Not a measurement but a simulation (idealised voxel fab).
Process module name: voxel transistor to metal
This is section cut - it's 265 nm across, gridded in 5 nm square cells.
Square cells in a grid make up a cross-section in this document, and the grid is given as bands, listed from the top down, each one or more rows of cells. Heights first: top, then bottom, in nm. Then materials, left to right, each with a width in nm. "throughout" on a single material: fills the band edge to edge. "empty": empty space. Height reference: 0 = level under which incoming wafer is all one material. Lowest band: no bottom, runs on downward, e.g. "0..down". When a width is written as two numbers, as in "30..40", the first number is the width in the top row of cells of the band and the second is the width in its bottom row, and the width changes by the same amount from each row to the next. "no modification" (step): cross-section cells unchanged, all of them. Any empty space of 8 cells or more lacking an open way to the top shows up in "Fully closed voids" as width x height at distance, distance from the left edge, in nm. What comes after the settings on a step's line is commentary from the simulator itself on that step. overlay nm: on a step with a mask, how far right of its planned place the mask lay; negative means left.
Planned process steps:
1: RECEIVE: material Si
2: CONFORMAL_DEP: material SiO2, thk nm 5
3: CONFORMAL_DEP: material SiN, thk nm 10
4: PATTERN: tone cover, mask id ACTIVE, material resist, width nm 105, pitch nm 125, thk nm 15, overlay nm 0
5: DIRECTIONAL_ETCH: etch materials SiN, depth nm 10
6: DIRECTIONAL_ETCH: etch materials SiO2, depth nm 5
7: DIRECTIONAL_ETCH: etch materials Si, depth nm 35
8: STRIP: etch materials resist
9: OXIDIZE: depth nm 5
10: FILL_DEP: material SiO2, thk nm 15
11: CMP: height nm 15
12: SELECTIVE_ETCH: etch materials SiO2, depth nm 5
13: STRIP: etch materials SiN
14: SELECTIVE_ETCH: etch materials SiO2, depth nm 5
15: OXIDIZE: depth nm 5
16: DIRECTIONAL_DEP: material polySi, thk nm 20
17: DIRECTIONAL_DEP: material SiCN, thk nm 15
18: PATTERN: tone cover, mask id GATE, material resist, width nm 25, pitch nm 125, thk nm 20, overlay nm 0
19: DIRECTIONAL_ETCH: etch materials SiCN, depth nm 25
20: DIRECTIONAL_ETCH: etch materials polySi, depth nm 30
21: STRIP: etch materials resist
22: CONFORMAL_DEP: material SiO2, thk nm 5
23: DIRECTIONAL_ETCH: etch materials SiO2, depth nm 5
24: CONFORMAL_DEP: material SiN, thk nm 5
25: DIRECTIONAL_ETCH: etch materials SiN, depth nm 5
26: DIRECTIONAL_ETCH: etch materials SiO2, depth nm 5
27: DIRECTIONAL_ETCH: etch materials Si, depth nm 15
28: EPI: material pSi, thk nm 20
29: FILL_DEP: material SiO2, thk nm 5
30: CMP: height nm 35
31: DIRECTIONAL_DEP: material SiO2, thk nm 15
32: MASKED_ETCH: tone open, mask id CONTACT, width nm 30, etch materials SiO2, depth nm 50, overlay nm 0
33: CONFORMAL_DEP: material TiN, thk nm 5
34: FILL_DEP: material W, thk nm 5
35: CMP: height nm 50
36: CONFORMAL_DEP: material SiCN, thk nm 5
37: DIRECTIONAL_DEP: material lowk, thk nm 20
38: MASKED_ETCH: tone open, mask id METAL_1, width nm 20, etch materials lowk, depth nm 20, overlay nm 0
39: MASKED_ETCH: tone open, mask id METAL_1, width nm 20, etch materials SiCN, depth nm 5, overlay nm 0
40: CONFORMAL_DEP: material TiN, thk nm 5
41: FILL_DEP: material Cu, thk nm 5
42: CMP: height nm 75
43: CONFORMAL_DEP: material SiCN, thk nm 5
44: DIRECTIONAL_DEP: material lowk, thk nm 35
45: PATTERN: tone open, mask id METAL_2_HOLES, material resist, width nm 15, pitch nm 125, thk nm 15, overlay nm 0
46: DIRECTIONAL_ETCH: etch materials lowk, depth nm 35
47: STRIP: etch materials resist
48: DIRECTIONAL_DEP: material aC, thk nm 10
49: PATTERN: tone open, mask id METAL_2, material resist, width nm 20, pitch nm 125, thk nm 25, overlay nm 0
50: DIRECTIONAL_ETCH: etch materials aC, depth nm 10
51: STRIP: etch materials resist
52: DIRECTIONAL_ETCH: etch materials lowk, depth nm 20
53: DIRECTIONAL_ETCH: etch materials SiCN, depth nm 5
54: STRIP: etch materials aC
55: CONFORMAL_DEP: material TiN, thk nm 5
56: FILL_DEP: material Cu, thk nm 10
57: CMP: height nm 115
58: CONFORMAL_DEP: material SiN, thk nm 5
Incoming wafer, cross-sectional view, post step 1:
    0..down  Si throughout
    Fully closed voids: none
One mistake in running the module, otherwise start and plan as above: cross-section at the end:
    120..115  SiN throughout
    115..100  20 of lowk | 5 of TiN | 10 of Cu | 5 of TiN | 105 of lowk | 5 of TiN | 10 of Cu | 5 of TiN | 100 of lowk
    100..95  20 of lowk | 5 of TiN | 5 of Cu | 10 of TiN | 105 of lowk | 5 of TiN | 5 of Cu | 10 of TiN | 100 of lowk
    95..80  20 of lowk | 5 of TiN | 5 of Cu | 5 of TiN | 110 of lowk | 5 of TiN | 5 of Cu | 5 of TiN | 105 of lowk
    80..75  20 of SiCN | 15 of TiN | 110 of SiCN | 15 of TiN | 105 of SiCN
    75..70  20 of SiCN | 20 of TiN | 55 of SiCN | 20 of TiN | 30 of SiCN | 20 of TiN | 55 of SiCN | 20 of TiN | 25 of SiCN
    70..50  lowk throughout
    50..40  20 of SiO2 | 5 of TiN | 20 of W | 5 of TiN | 35 of SiO2 | 5 of TiN | 20 of W | 5 of TiN | 30 of SiO2 | 5 of TiN | 20 of W | 5 of TiN | 35 of SiO2 | 5 of TiN | 20 of W | 5 of TiN | 25 of SiO2
    40..35  20 of SiO2 | 5 of TiN | 15 of W | 10 of TiN | 35 of SiO2 | 10 of TiN | 15 of W | 5 of TiN | 30 of SiO2 | 5 of TiN | 15 of W | 10 of TiN | 35 of SiO2 | 10 of TiN | 15 of W | 5 of TiN | 25 of SiO2
    35..20  20 of SiO2 | 5 of TiN | 15 of W | 5 of TiN | 5 of SiN | 5 of SiO2 | 25 of SiCN | 5 of SiO2 | 5 of SiN | 5 of TiN | 15 of W | 5 of TiN | 30 of SiO2 | 5 of TiN | 15 of W | 5 of TiN | 5 of SiN | 5 of SiO2 | 25 of SiCN | 5 of SiO2 | 5 of SiN | 5 of TiN | 15 of W | 5 of TiN | 25 of SiO2
    20..15  20 of SiO2 | 25 of TiN | 5 of SiN | 5 of SiO2 | 25 of polySi | 5 of SiO2 | 5 of SiN | 25 of TiN | 30 of SiO2 | 25 of TiN | 5 of SiN | 5 of SiO2 | 25 of polySi | 5 of SiO2 | 5 of SiN | 25 of TiN | 25 of SiO2
    15..5  20 of SiO2 | 5 of TiN | 20 of pSi | 5 of SiN | 5 of SiO2 | 25 of polySi | 5 of SiO2 | 5 of SiN | 20 of pSi | 5 of TiN | 30 of SiO2 | 5 of TiN | 20 of pSi | 5 of SiN | 5 of SiO2 | 25 of polySi | 5 of SiO2 | 5 of SiN | 20 of pSi | 5 of TiN | 25 of SiO2
    5..0  15 of SiO2 | 5 of SiN | 5 of TiN | 20 of pSi | 5 of SiN | 5 of SiO2 | 25 of polySi | 5 of SiO2 | 5 of SiN | 20 of pSi | 5 of TiN | 5 of SiN | 20 of SiO2 | 5 of SiN | 5 of TiN | 20 of pSi | 5 of SiN | 5 of SiO2 | 25 of polySi | 5 of SiO2 | 5 of SiN | 20 of pSi | 5 of TiN | 5 of SiN | 20 of SiO2
    0..-5  20 of SiO2 | 25 of pSi | 45 of SiO2 | 25 of pSi | 30 of SiO2 | 25 of pSi | 45 of SiO2 | 25 of pSi | 25 of SiO2
    -5..-20  20 of SiO2 | 25 of pSi | 45 of Si | 25 of pSi | 30 of SiO2 | 25 of pSi | 45 of Si | 25 of pSi | 25 of SiO2
    -20..-40  20 of SiO2 | 95 of Si | 30 of SiO2 | 95 of Si | 25 of SiO2
    -40..down  Si throughout
    Fully closed voids: none
Run error: transposition of steps 36 and 37 relative to the planned sequence
